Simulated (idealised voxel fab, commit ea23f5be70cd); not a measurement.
process module | voxel released beams
cross-section cut | 145 nm wide | cells 5 nm
A cross-section is a grid of square cells, given in bands from the top down. A band is one or more rows of cells.
Each band's line starts with the height of the band's top and of its bottom, in nm. Then come its materials from left to right, each with its width in nm. One material with "throughout" fills the band from edge to edge. "air" is empty space.
Height 0 is the level under which the wafer as received is all one material. The lowest band goes on downwards, as in "0 down".
A width such as "30 to 40" changes by the same amount from each row of cells to the next, from the band's top row to its bottom row.
"no change" after a step means that no cell of the cross-section changed.
closed voids: empty space of 8 cells or more with no open way to the top, each as width x height at its distance from the left edge, in nm
after a step's settings: what the simulator itself notes on the step
overlay nm, on a step with a mask: how far to the right of its planned place the mask lay; to the left if negative
plan
1 op RECEIVE | material Si
2 op CONFORMAL_DEP | material Al2O3 | thk nm 10
3 op DIRECTIONAL_DEP | material SiO2 | thk nm 10
4 op MASKED_ETCH | tone open | mask id ANCHOR | width nm 40 | etch materials SiO2 | depth nm 10 | overlay nm 0
5 op CONFORMAL_DEP | material SiN | thk nm 15
6 op MASKED_ETCH | tone cover | mask id BEAM | width nm 85 | etch materials SiN | depth nm 15 | overlay nm 0
7 op STRIP | etch materials SiO2
as received, after step 1
  0 down: Si throughout
  closed voids: none
first wafer at the end, as planned
  35 to 25: air 25 | SiN 20 | air 10 | SiN 55 | air 35
  25 to 20: air 25 | SiN 85 | air 35
  20 to 10: air 30 | SiN 40 | air 75
  10 to 0: Al2O3 throughout
  0 down: Si throughout
  closed voids: none
second wafer at the end: like start, like plan, one mistake
  30 to 25: air 25 | SiN 20 | air 10 | SiN 55 | air 35
  25 to 15: air 25 | SiN 85 | air 35
  15 to 10: air 30 | SiN 40 | air 75
  10 to 0: Al2O3 throughout
  0 down: Si throughout
  closed voids: none
what went wrong: step 3 ran as: op DIRECTIONAL_DEP | material SiO2 | thk nm 5
at the end the second wafer has, in cells: 6 fewer of SiN
